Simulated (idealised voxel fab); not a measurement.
The process module presented herein is designated voxel gate over fins.
Section shown: cut. Width: 255 nm. Cell size: 5 nm, square.
Heads up, the way a cross-section reads in here is a grid of square cells, handed over as bands from the top down, with every band being one or more rows of cells. What a band's entry tells you: where the top is and where the bottom is, as heights in nm, and after that what lies inside, material by material from left to right, each with its width in nm. Empty space is written as the word "air", and a single material marked with the word "edge to edge" occupies the band from edge to edge. Counting heights begins at 0, where everything beneath is, in the wafer as received, one material. The lowest band has no bottom; it goes on downwards, as "top 0, no bottom" shows. Width: "30->40" (first number = top row, second number = bottom row, same change from row to row of cells). The cross-section has no changed cell in any step marked "nothing altered". If an empty space has no open way to the top and is at least 8 cells in size, "Cavities, sealed" lists it, written width x height at distance, where distance is measured from the left edge and every value is in nm. Where a step's line continues beyond its settings, the continuation is a remark by the simulator itself on that step. A step line may carry the setting "overlay nm", which, for steps involving a mask, states the distance by which the mask lay to the right of its intended position; negative values denote displacement to the left.

The process steps that were planned are listed below
1) RECEIVE (material Si)
2) CONFORMAL_DEP (material SiN; thk nm 5)
3) DIRECTIONAL_DEP (material aC; thk nm 15)
4) PATTERN (tone cover; mask id FINS; material resist; width nm 15; pitch nm 50; thk nm 30; overlay nm 0)
5) DIRECTIONAL_ETCH (etch materials aC; depth nm 15)
6) STRIP (etch materials resist)
7) DIRECTIONAL_ETCH (etch materials SiN; depth nm 5)
8) DIRECTIONAL_ETCH (etch materials Si; depth nm 40)
9) STRIP (etch materials aC)
10) OXIDIZE (depth nm 5)
11) FILL_DEP (material SiO2; thk nm 15)
12) CMP (height nm 5)
13) PATTERN (tone open; mask id RAIL; material resist; width nm 15; thk nm 15; overlay nm 0)
14) DIRECTIONAL_ETCH (etch materials SiO2; depth nm 40)
15) STRIP (etch materials resist)
16) CONFORMAL_DEP (material TiN; thk nm 5)
17) FILL_DEP (material Ru; thk nm 10)
18) CMP (height nm 5)
19) SELECTIVE_ETCH (etch materials W Ru TiN; depth nm 25)
20) FILL_DEP (material SiO2; thk nm 5)
21) CMP (height nm 5)
22) SELECTIVE_ETCH (etch materials SiO2; depth nm 15)
23) STRIP (etch materials SiN)
24) CONFORMAL_DEP (material HfO2; thk nm 5)
25) CONFORMAL_DEP (material TiN; thk nm 5)
26) CONFORMAL_DEP (material TiAl; thk nm 5)
27) CONFORMAL_DEP (material TiN; thk nm 5)
28) FILL_DEP (material W; thk nm 10)
29) CMP (height nm 25)
30) CONFORMAL_DEP (material SiN; thk nm 5)

Wafer as received: cross-section following step 1
  top 0, no bottom: Si edge to edge
  Cavities, sealed: none

First wafer of two, sectioned at end of module; run went per plan
  top 30, bottom 25: SiN edge to edge
  top 25, bottom 20: W edge to edge
  top 20, bottom 15: 55 W, 45 TiN, 5 W, 45 TiN, 5 W, 45 TiN, 55 W
  top 15, bottom 10: 55 W, 5 TiN, 35 TiAl, 5 TiN, 5 W, 5 TiN, 35 TiAl, 5 TiN, 5 W, 5 TiN, 35 TiAl, 5 TiN, 55 W
  top 10, bottom 5: 60 TiN, 5 TiAl, 25 TiN, 5 TiAl, 15 TiN, 5 TiAl, 25 TiN, 5 TiAl, 15 TiN, 5 TiAl, 25 TiN, 5 TiAl, 60 TiN
  top 5, bottom 0: 65 TiAl, 5 TiN, 15 HfO2, 5 TiN, 25 TiAl, 5 TiN, 15 HfO2, 5 TiN, 25 TiAl, 5 TiN, 15 HfO2, 5 TiN, 65 TiAl
  top 0, bottom -5: 70 TiN, 5 HfO2, 5 Si, 5 HfO2, 35 TiN, 5 HfO2, 5 Si, 5 HfO2, 35 TiN, 5 HfO2, 5 Si, 5 HfO2, 70 TiN
  top -5, bottom -10: 75 HfO2, 5 Si, 45 HfO2, 5 Si, 45 HfO2, 5 Si, 75 HfO2
  top -10, bottom -20: 75 SiO2, 5 Si, 45 SiO2, 5 Si, 45 SiO2, 5 Si, 75 SiO2
  top -20, bottom -30: 75 SiO2, 5 Si, 15 SiO2, 5 TiN, 5 Ru, 5 TiN, 15 SiO2, 5 Si, 45 SiO2, 5 Si, 75 SiO2
  top -30, bottom -35: 75 SiO2, 5 Si, 15 SiO2, 15 TiN, 15 SiO2, 5 Si, 45 SiO2, 5 Si, 75 SiO2
  top -35, bottom -45: 75 SiO2, 5 Si, 45 SiO2, 5 Si, 45 SiO2, 5 Si, 75 SiO2
  top -45, no bottom: Si edge to edge
  Cavities, sealed: none

Wafer two, end of module, cross-section. Same start, same plan as wafer one. One mistake in the run
  top 30, bottom 25: SiN edge to edge
  top 25, bottom 20: W edge to edge
  top 20, bottom 15: 55 W, 45 TiN, 5 W, 45 TiN, 5 W, 45 TiN, 55 W
  top 15, bottom 10: 55 W, 5 TiN, 35 TiAl, 15 TiN, 35 TiAl, 5 TiN, 5 W, 5 TiN, 35 TiAl, 5 TiN, 55 W
  top 10, bottom 5: 60 TiN, 5 TiAl, 25 TiN, 25 TiAl, 25 TiN, 5 TiAl, 15 TiN, 5 TiAl, 25 TiN, 5 TiAl, 60 TiN
  top 5, bottom 0: 65 TiAl, 5 TiN, 15 HfO2, 35 TiN, 15 HfO2, 5 TiN, 25 TiAl, 5 TiN, 15 HfO2, 5 TiN, 65 TiAl
  top 0, bottom -5: 70 TiN, 5 HfO2, 5 Si, 5 HfO2, 5 TiN, 25 HfO2, 5 TiN, 5 HfO2, 5 Si, 5 HfO2, 35 TiN, 5 HfO2, 5 Si, 5 HfO2, 70 TiN
  top -5, bottom -10: 75 HfO2, 5 Si, 15 HfO2, 5 TiN, 5 Ru, 5 TiN, 15 HfO2, 5 Si, 45 HfO2, 5 Si, 75 HfO2
  top -10, bottom -30: 75 SiO2, 5 Si, 15 SiO2, 5 TiN, 5 Ru, 5 TiN, 15 SiO2, 5 Si, 45 SiO2, 5 Si, 75 SiO2
  top -30, bottom -35: 75 SiO2, 5 Si, 15 SiO2, 15 TiN, 15 SiO2, 5 Si, 45 SiO2, 5 Si, 75 SiO2
  top -35, bottom -45: 75 SiO2, 5 Si, 45 SiO2, 5 Si, 45 SiO2, 5 Si, 75 SiO2
  top -45, no bottom: Si edge to edge
  Cavities, sealed: none
Error vs. plan: step 18 of the plan got skipped, so it never ran
Counted in cells at the end, the second wafer holds more or fewer of these materials than the first: HfO2: 2 more; Ru: 3 more; SiO2: 6 fewer; TiAl: 2 fewer; TiN: 4 more; W: 1 fewer
